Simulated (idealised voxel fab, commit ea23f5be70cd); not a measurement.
This section sets out a process module, namely voxel air gaps.
The cross-section on display is named cut; it measures 180 nm wide, and its cells are 5 nm squares.
Cross-section, as written here: a square-cell grid given band by band from the top down, where a band holds one or more rows of cells.
It is stipulated that each band's entry specify, in nanometres, the height of the top of the band and then that of its bottom, followed by the materials of the band in left-to-right sequence, each together with its width in nanometres. A single material marked by the word "everywhere" is understood to fill the band from edge to edge; the word "blank" is understood to denote empty space.
Heads up on the height convention: 0 is the point under which the incoming wafer is all one material, and the lowest band has no bottom, it just keeps going down, like "0 -> down".
Width "30->40": first value at the band's top row of cells, second value at its bottom row, equal change from row to row.
The designation "everything unchanged", where it is given for a processing step, indicates that no cell of the cross-section was altered in the course of that step.
Entry "Fully closed voids" = empty spaces >= 8 cells with no open way to the top; each as width x height at distance, distance from left edge, all nm.
If you see something after the settings on a step's line, that's the simulator's own remark about that step.
"overlay nm" on a masked step: distance the mask lay right of its planned place, negative for left.
### Steps planned for the process
- 1: RECEIVE | material Si
- 2: CONFORMAL_DEP | material SiO2 | thk nm 10
- 3: CONFORMAL_DEP | material SiN | thk nm 5
- 4: DIRECTIONAL_DEP | material SiO2 | thk nm 40
- 5: MASKED_ETCH | tone open | mask id LINES | width nm 25 | pitch nm 55 | etch materials SiO2 | depth nm 40 | overlay nm 0
- 6: CONFORMAL_DEP | material TiN | thk nm 5
- 7: FILL_DEP | material Ru | thk nm 10
- 8: CMP | height nm 55
- 9: EPI | material Ru | thk nm 10
- 10: SELECTIVE_ETCH | etch materials SiO2 | depth nm 50
- 11: CONFORMAL_DEP | material SiCN | thk nm 5
### Wafer at receipt (post step 1), cross-section
0 -> down  Si everywhere
Fully closed voids: none
### Wafer cross-section at module end: first of two, run to plan
70 -> 65  5 of blank, then 165 of SiCN, then 10 of blank
65 -> 55  5 of blank, then 5 of SiCN, then 45 of Ru, then 10 of SiCN, then 45 of Ru, then 10 of SiCN, then 45 of Ru, then 5 of SiCN, then 10 of blank
55 -> 50  5 of blank, then 15 of SiCN, then 5 of TiN, then 15 of Ru, then 5 of TiN, then 30 of SiCN, then 5 of TiN, then 15 of Ru, then 5 of TiN, then 30 of SiCN, then 5 of TiN, then 15 of Ru, then 5 of TiN, then 15 of SiCN, then 10 of blank
50 -> 20  15 of blank, then 5 of SiCN, then 5 of TiN, then 15 of Ru, then 5 of TiN, then 5 of SiCN, then 20 of blank, then 5 of SiCN, then 5 of TiN, then 15 of Ru, then 5 of TiN, then 5 of SiCN, then 20 of blank, then 5 of SiCN, then 5 of TiN, then 15 of Ru, then 5 of TiN, then 5 of SiCN, then 20 of blank
20 -> 15  20 of SiCN, then 25 of TiN, then 30 of SiCN, then 25 of TiN, then 30 of SiCN, then 25 of TiN, then 25 of SiCN
15 -> 10  SiN everywhere
10 -> 0  SiO2 everywhere
0 -> down  Si everywhere
Fully closed voids: 20 x 30 at 50; 20 x 30 at 105
### Second of two wafers, module complete, sectioned: it shares the first wafer's start and plan but was run with one mistake
70 -> 65  5 of blank, then 170 of SiCN, then 5 of blank
65 -> 55  5 of blank, then 5 of SiCN, then 50 of Ru, then 5 of SiCN, then 50 of Ru, then 5 of SiCN, then 50 of Ru, then 5 of SiCN, then 5 of blank
55 -> 50  5 of blank, then 15 of SiCN, then 5 of TiN, then 20 of Ru, then 5 of TiN, then 25 of SiCN, then 5 of TiN, then 20 of Ru, then 5 of TiN, then 25 of SiCN, then 5 of TiN, then 20 of Ru, then 5 of TiN, then 15 of SiCN, then 5 of blank
50 -> 20  15 of blank, then 5 of SiCN, then 5 of TiN, then 20 of Ru, then 5 of TiN, then 5 of SiCN, then 15 of blank, then 5 of SiCN, then 5 of TiN, then 20 of Ru, then 5 of TiN, then 5 of SiCN, then 15 of blank, then 5 of SiCN, then 5 of TiN, then 20 of Ru, then 5 of TiN, then 5 of SiCN, then 15 of blank
20 -> 15  20 of SiCN, then 30 of TiN, then 25 of SiCN, then 30 of TiN, then 25 of SiCN, then 30 of TiN, then 20 of SiCN
15 -> 10  SiN everywhere
10 -> 0  SiO2 everywhere
0 -> down  Si everywhere
Fully closed voids: 15 x 30 at 55; 15 x 30 at 110
Want to know what went wrong? in deviation from the planned setting, step 5 was conducted as MASKED_ETCH | tone open | mask id LINES | width nm 30 | pitch nm 55 | etch materials SiO2 | depth nm 40 | overlay nm 0
Final wafer comparison in cells, second versus first, more or fewer per material: 27 more of Ru, 8 fewer of SiCN, 3 more of TiN
